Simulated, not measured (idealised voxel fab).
voxel ribs on slabs: a process module
Section cut is 295 nm wide and gridded with 5 nm square cells.
Each cross-section below is a grid of square cells, stated as bands in top-down order, with one or more rows of cells making up each band.
Per band: top height and bottom height in nm, followed by the left-to-right materials and their widths in nm; "edge to edge" marks a single material spanning edge to edge, "blank" marks empty space.
Heights are expressed relative to 0, this being the level below which the as-received wafer comprises one material exclusively. The lowest band is unbounded in the downward direction and is denoted as in "0 and below".
You'd read "30..40" like this: the band's top row of cells is as wide as the first number, its bottom row is as wide as the second, and going down, every row changes width by the same amount as the row before did.
When a step is marked "same as before", none of the cells in the cross-section changed during that step.
You'll see "Closed-off voids" listing empty spaces that have no way open to the top, as long as they're 8 cells or more; the notation is width x height at distance, where the distance is from the left edge, and all of it is in nm.
On each step's line, the part that comes after the settings is the simulator's own comment on the step.
overlay nm: right-of-plan distance of the mask on a masked step; negative values mean left-of-plan.
How should the pairs below be read? Each gives the cross-section before one process step and the cross-section after it, the latter drawn only to the lowest band that changed; the step that lies between them, with its settings, appears under the pair. Does a pair pick up where the pair above left off? Only where its entry headed "Pre-step geometry" says so, since pairs can come from different runs of this module on the same starting wafer.

PRE-STEP GEOMETRY
* 85 down to 70: 135 of blank / 25 of aC / 135 of blank
* 70 down to 60: TiN edge to edge
* 60 down to 45: SiO2 edge to edge
* 45 down to 35: 140 of SiO2 / 15 of SiN / 140 of SiO2
* 35 down to 25: 120 of SiO2 / 55 of SiN / 120 of SiO2
* 25 down to 0: SiN edge to edge
* 0 and below: Si edge to edge
* Closed-off voids: none

SECTION, POST-STEP
* 85 down to 70: 135 of blank / 25 of aC / 135 of blank
* 70 down to 60: 135 of blank / 25 of TiN / 135 of blank
* Under 60: no change, same as before.
* Closed-off voids: none
the step between: op DIRECTIONAL_ETCH | etch materials TiN | depth nm 10

Pre-step geometry: same picture as after in the pair right above, so we don't repeat it.

SECTION, POST-STEP
* 70 down to 60: 135 of blank / 25 of TiN / 135 of blank
* Under 60: no change, same as before.
* Closed-off voids: none
the step between: op STRIP | etch materials aC

Pre-step geometry: same picture as after in the pair right above, so we don't repeat it.

SECTION, POST-STEP
* 80 down to 70: 125 of blank / 45 of SiN / 125 of blank
* 70 down to 60: 135 of SiN / 25 of TiN / 135 of SiN
* Under 60: no change, same as before.
* Closed-off voids: none
the step between: op CONFORMAL_DEP | material SiN | thk nm 10

PRE-STEP GEOMETRY
* 85 down to 70: aC edge to edge
* 70 down to 60: TiN edge to edge
* 60 down to 45: SiO2 edge to edge
* 45 down to 35: 140 of SiO2 / 15 of SiN / 140 of SiO2
* 35 down to 25: 120 of SiO2 / 55 of SiN / 120 of SiO2
* 25 down to 0: SiO2 edge to edge
* 0 and below: Si edge to edge
* Closed-off voids: none

SECTION, POST-STEP
* 115 down to 85: 135 of resist / 25 of blank / 135 of resist
* Under 85: no change, same as before.
* Closed-off voids: none
the step between: op PATTERN | tone open | mask id HEATER | material resist | width nm 25 | thk nm 30 | overlay nm 0

Pre-step geometry: same picture as after in the pair right above, so we don't repeat it.

SECTION, POST-STEP
* 100 down to 85: 135 of resist / 25 of blank / 135 of resist
* 85 down to 70: 135 of aC / 25 of blank / 135 of aC
* Under 70: no change, same as before.
* Closed-off voids: none
the step between: op DIRECTIONAL_ETCH | etch materials aC | depth nm 15

Pre-step geometry: same picture as after in the pair right above, so we don't repeat it.

SECTION, POST-STEP
* 85 down to 70: 135 of aC / 25 of blank / 135 of aC
* Under 70: no change, same as before.
* Closed-off voids: none
the step between: op STRIP | etch materials resist

Pre-step geometry: same picture as after in the pair right above, so we don't repeat it.

SECTION, POST-STEP
* 85 down to 70: 135 of aC / 25 of blank / 135 of aC
* 70 down to 60: 135 of TiN / 25 of blank / 135 of TiN
* Under 60: no change, same as before.
* Closed-off voids: none
the step between: op DIRECTIONAL_ETCH | etch materials TiN | depth nm 10

Pre-step geometry: same picture as after in the pair right above, so we don't repeat it.

SECTION, POST-STEP
* 70 down to 60: 135 of TiN / 25 of blank / 135 of TiN
* Under 60: no change, same as before.
* Closed-off voids: none
the step between: op STRIP | etch materials aC

Pre-step geometry: same picture as after in the pair right above, so we don't repeat it.

SECTION, POST-STEP
* 80 down to 70: 145 of SiN / 5 of blank / 145 of SiN
* 70 down to 60: 135 of TiN / 25 of SiN / 135 of TiN
* Under 60: no change, same as before.
* Closed-off voids: none
the step between: op CONFORMAL_DEP | material SiN | thk nm 10
